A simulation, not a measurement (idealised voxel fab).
process module | voxel trench capacitor
cross-section cut | 295 nm wide | cells 5 nm
A cross-section is a grid of square cells, given in bands from the top down. A band is one or more rows of cells.
Each band's line starts with the height of the band's top and of its bottom, in nm. Then come its materials from left to right, each with its width in nm. One material with "throughout" fills the band from edge to edge. "air" is empty space.
Height 0 is the level under which the wafer as received is all one material. The lowest band goes on downwards, as in "0 down".
A width such as "30 to 40" changes by the same amount from each row of cells to the next, from the band's top row to its bottom row.
"no change" after a step means that no cell of the cross-section changed.
closed voids: empty space of 8 cells or more with no open way to the top, each as width x height at its distance from the left edge, in nm
after a step's settings: what the simulator itself notes on the step
overlay nm, on a step with a mask: how far to the right of its planned place the mask lay; to the left if negative
plan
1 op RECEIVE | material Si
2 op CONFORMAL_DEP | material SiN | thk nm 5
3 op DIRECTIONAL_DEP | material aC | thk nm 10
4 op PATTERN | tone open | mask id TRENCH | material resist | width nm 15 | pitch nm 50 | thk nm 30 | overlay nm 0
5 op DIRECTIONAL_ETCH | etch materials aC | depth nm 10
6 op STRIP | etch materials resist
7 op DIRECTIONAL_ETCH | etch materials SiN | depth nm 5
8 op DIRECTIONAL_ETCH | etch materials Si | depth nm 35
9 op STRIP | etch materials aC
10 op CONFORMAL_DEP | material SiO2 | thk nm 5
11 op FILL_DEP | material polySi | thk nm 10
12 op CMP | height nm 5
varied across the wafers: width nm of step 4. The plan shows the first wafer's value. All wafers start alike
first wafer as received, after step 1
  0 down: Si throughout
  closed voids: none
each wafer at the end: cells of each material gained (+) or lost (-) since it was received, then its closed voids
width nm 15 | -84 Si | +47 SiN | +68 SiO2 | +28 polySi | closed voids: none
width nm 20 | -112 Si | +43 SiN | +72 SiO2 | +56 polySi | closed voids: none
width nm 25 | -140 Si | +39 SiN | +76 SiO2 | +84 polySi | closed voids: none
width nm 30 | -168 Si | +35 SiN | +80 SiO2 | +112 polySi | closed voids: none
width nm 35 | -196 Si | +31 SiN | +84 SiO2 | +140 polySi | closed voids: none
